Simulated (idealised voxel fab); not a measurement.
process module | voxel ribs on slabs
cross-section cut | 175 nm wide | cells 5 nm
A cross-section is a grid of square cells, given in bands from the top down. A band is one or more rows of cells.
Each band's line starts with the height of the band's top and of its bottom, in nm. Then come its materials from left to right, each with its width in nm. One material with "throughout" fills the band from edge to edge. "air" is empty space.
Height 0 is the level under which the wafer as received is all one material. The lowest band goes on downwards, as in "0 down".
A width such as "30 to 40" changes by the same amount from each row of cells to the next, from the band's top row to its bottom row.
"no change" after a step means that no cell of the cross-section changed.
closed voids: empty space of 8 cells or more with no open way to the top, each as width x height at its distance from the left edge, in nm
after a step's settings: what the simulator itself notes on the step
overlay nm, on a step with a mask: how far to the right of its planned place the mask lay; to the left if negative
plan
1 op RECEIVE | material Si
2 op DIRECTIONAL_DEP | material SiO2 | thk nm 25
3 op DIRECTIONAL_DEP | material SiN | thk nm 15
4 op MASKED_ETCH | tone cover | mask id RIB | width nm 30 | etch materials SiN | depth nm 10 | overlay nm 0
5 op DIRECTIONAL_DEP | material aC | thk nm 10
6 op PATTERN | tone cover | mask id SLAB | material resist | width nm 60 | thk nm 30 | overlay nm 0
7 op DIRECTIONAL_ETCH | etch materials aC | depth nm 10
8 op STRIP | etch materials resist
9 op DIRECTIONAL_ETCH | etch materials SiN | depth nm 5
10 op STRIP | etch materials aC
11 op FILL_DEP | material SiO2 | thk nm 20
12 op CMP | height nm 55
13 op DIRECTIONAL_DEP | material TiN | thk nm 10
14 op MASKED_ETCH | tone cover | mask id HEATER | width nm 40 | etch materials TiN | depth nm 10 | overlay nm 0
15 op CONFORMAL_DEP | material SiN | thk nm 10
as received, after step 1
  0 down: Si throughout
  closed voids: none
a wafer at the end: this start, this plan, one mistake
  75 to 65: air 55 | SiN 60 | air 60
  65 to 55: SiN 65 | TiN 40 | SiN 70
  55 to 15: SiO2 throughout
  15 to 0: SiN throughout
  0 down: Si throughout
  closed voids: none
what went wrong: steps 2 and 3 were swapped
